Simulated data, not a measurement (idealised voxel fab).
This section sets out a process module, namely voxel air gaps.
300 nm wide, 5 nm square cells: that's cross-section cut.
Heads up, the way a cross-section reads in here is a grid of square cells, handed over as bands from the top down, with every band being one or more rows of cells. Each band's line starts with the height of the band's top and of its bottom, in nm. Then come its materials from left to right, each with its width in nm. One material with "everywhere" fills the band from edge to edge. "empty" is empty space. Height 0 is the level under which the wafer as received is all one material. The lowest band goes on downwards, as in "from 0 down". Note: "30->40" means the width goes from the first number (top row of the band) to the second number (bottom row) in equal steps per row of cells. Reading "same as before" for a step: not a cell of the cross-section changed in it. The entry "Enclosed cavities" lists the empty spaces that cover at least 8 cells and have no open path to the top. Each is written as width x height at distance, where the distance is measured from the left edge and all three values are in nm. On a step's line, text after the settings is the simulator commenting on that step. overlay nm: right-of-plan distance of the mask on a masked step; negative values mean left-of-plan.
The following list gives the planned process steps:
step 1: op RECEIVE | material Si
step 2: op CONFORMAL_DEP | material SiO2 | thk nm 10
step 3: op CONFORMAL_DEP | material SiCN | thk nm 5
step 4: op DIRECTIONAL_DEP | material SiO2 | thk nm 40
step 5: op MASKED_ETCH | tone open | mask id LINES | width nm 25 | pitch nm 50 | etch materials SiO2 | depth nm 40 | overlay nm 0
step 6: op CONFORMAL_DEP | material TiN | thk nm 5
step 7: op FILL_DEP | material Ru | thk nm 10
step 8: op CMP | height nm 55
step 9: op EPI | material Ru | thk nm 10
step 10: op SELECTIVE_ETCH | etch materials SiO2 | depth nm 50
step 11: op CONFORMAL_DEP | material SiCN | thk nm 5
The first of a set of two wafers, run to plan:
Cross-section of the wafer at receipt, which is the condition after step 1:
> from 0 down | Si everywhere
> Enclosed cavities: none
Once step 2 is through, the wafer looks like this in cross-section:
> from 10 to 0 | SiO2 everywhere
> Below 0, the layers are the same as they were.
Once step 3 is through, the wafer looks like this in cross-section:
> from 15 to 10 | SiCN everywhere
> Below 10, the layers are the same as they were.
Once step 4 is through, the wafer looks like this in cross-section:
> from 55 to 15 | SiO2 everywhere
> Below 15, the layers are the same as they were.
Once step 5 is through, the wafer looks like this in cross-section:
> from 55 to 15 | SiO2 (85) / empty (25) / SiO2 (25) / empty (25) / SiO2 (25) / empty (25) / SiO2 (90)
> Below 15, the layers are the same as they were.
Once step 6 is through, the wafer looks like this in cross-section:
> from 60 to 55 | TiN (90) / empty (15) / TiN (35) / empty (15) / TiN (35) / empty (15) / TiN (95)
> from 55 to 20 | SiO2 (85) / TiN (5) / empty (15) / TiN (5) / SiO2 (25) / TiN (5) / empty (15) / TiN (5) / SiO2 (25) / TiN (5) / empty (15) / TiN (5) / SiO2 (90)
> from 20 to 15 | SiO2 (85) / TiN (25) / SiO2 (25) / TiN (25) / SiO2 (25) / TiN (25) / SiO2 (90)
> Below 15, the layers are the same as they were.
Once step 7 is through, the wafer looks like this in cross-section:
> from 70 to 60 | Ru everywhere
> from 60 to 55 | TiN (90) / Ru (15) / TiN (35) / Ru (15) / TiN (35) / Ru (15) / TiN (95)
> from 55 to 20 | SiO2 (85) / TiN (5) / Ru (15) / TiN (5) / SiO2 (25) / TiN (5) / Ru (15) / TiN (5) / SiO2 (25) / TiN (5) / Ru (15) / TiN (5) / SiO2 (90)
> Below 20, the layers are the same as they were.
Once step 8 is through, the wafer looks like this in cross-section:
> from 55 to 20 | SiO2 (85) / TiN (5) / Ru (15) / TiN (5) / SiO2 (25) / TiN (5) / Ru (15) / TiN (5) / SiO2 (25) / TiN (5) / Ru (15) / TiN (5) / SiO2 (90)
> Below 20, the layers are the same as they were.
Once step 9 is through, the wafer looks like this in cross-section:
> from 65 to 55 | empty (75) / Ru (45) / empty (5) / Ru (45) / empty (5) / Ru (45) / empty (80)
> Below 55, the layers are the same as they were.
Once step 10 is through, the wafer looks like this in cross-section:
> from 65 to 55 | empty (75) / Ru (45) / empty (5) / Ru (45) / empty (5) / Ru (45) / empty (80)
> from 55 to 20 | empty (85) / TiN (5) / Ru (15) / TiN (5) / empty (25) / TiN (5) / Ru (15) / TiN (5) / empty (25) / TiN (5) / Ru (15) / TiN (5) / empty (90)
> from 20 to 15 | empty (85) / TiN (25) / empty (25) / TiN (25) / empty (25) / TiN (25) / empty (90)
> Below 15, the layers are the same as they were.
Once step 11 is through, the wafer looks like this in cross-section:
> from 70 to 65 | empty (70) / SiCN (155) / empty (75)
> from 65 to 55 | empty (70) / SiCN (5) / Ru (45) / SiCN (5) / Ru (45) / SiCN (5) / Ru (45) / SiCN (5) / empty (75)
> from 55 to 50 | empty (70) / SiCN (15) / TiN (5) / Ru (15) / TiN (5) / SiCN (25) / TiN (5) / Ru (15) / TiN (5) / SiCN (25) / TiN (5) / Ru (15) / TiN (5) / SiCN (15) / empty (75)
> from 50 to 20 | empty (80) / SiCN (5) / TiN (5) / Ru (15) / TiN (5) / SiCN (5) / empty (15) / SiCN (5) / TiN (5) / Ru (15) / TiN (5) / SiCN (5) / empty (15) / SiCN (5) / TiN (5) / Ru (15) / TiN (5) / SiCN (5) / empty (85)
> from 20 to 15 | SiCN (85) / TiN (25) / SiCN (25) / TiN (25) / SiCN (25) / TiN (25) / SiCN (90)
> Below 15, the layers are the same as they were.
> Enclosed cavities: 15 x 30 at 115; 15 x 30 at 165
Now the other wafer: same start, same recipe, but we messed up one thing when running it. Up to and including step 8 it's the same as the first one:
What the second wafer looks like in cross-section when step 9 should have wrapped up:
> from 75 to 55 | empty (65) / Ru (165) / empty (70)
> Below 55, the layers are the same as they were.
What the second wafer looks like in cross-section when step 10 should have wrapped up:
> from 75 to 55 | empty (65) / Ru (165) / empty (70)
> from 55 to 20 | empty (85) / TiN (5) / Ru (15) / TiN (5) / SiO2 (25) / TiN (5) / Ru (15) / TiN (5) / SiO2 (25) / TiN (5) / Ru (15) / TiN (5) / empty (90)
> from 20 to 15 | empty (85) / TiN (25) / SiO2 (25) / TiN (25) / SiO2 (25) / TiN (25) / empty (90)
> Below 15, the layers are the same as they were.
What the second wafer looks like in cross-section when step 11 should have wrapped up:
> from 80 to 75 | empty (60) / SiCN (175) / empty (65)
> from 75 to 55 | empty (60) / SiCN (5) / Ru (165) / SiCN (5) / empty (65)
> from 55 to 50 | empty (60) / SiCN (25) / TiN (5) / Ru (15) / TiN (5) / SiO2 (25) / TiN (5) / Ru (15) / TiN (5) / SiO2 (25) / TiN (5) / Ru (15) / TiN (5) / SiCN (25) / empty (65)
> from 50 to 20 | empty (80) / SiCN (5) / TiN (5) / Ru (15) / TiN (5) / SiO2 (25) / TiN (5) / Ru (15) / TiN (5) / SiO2 (25) / TiN (5) / Ru (15) / TiN (5) / SiCN (5) / empty (85)
> from 20 to 15 | SiCN (85) / TiN (25) / SiO2 (25) / TiN (25) / SiO2 (25) / TiN (25) / SiCN (90)
> Below 15, the layers are the same as they were.
The mistake made against the process plan was this: the plan's step 9 ran twice
Counted in cells at the end, the second wafer holds more or fewer of these materials than the first: +78 Ru; -36 SiCN; +80 SiO2
Final observation: first wafer, 2 closed voids; second wafer, 0 closed voids.
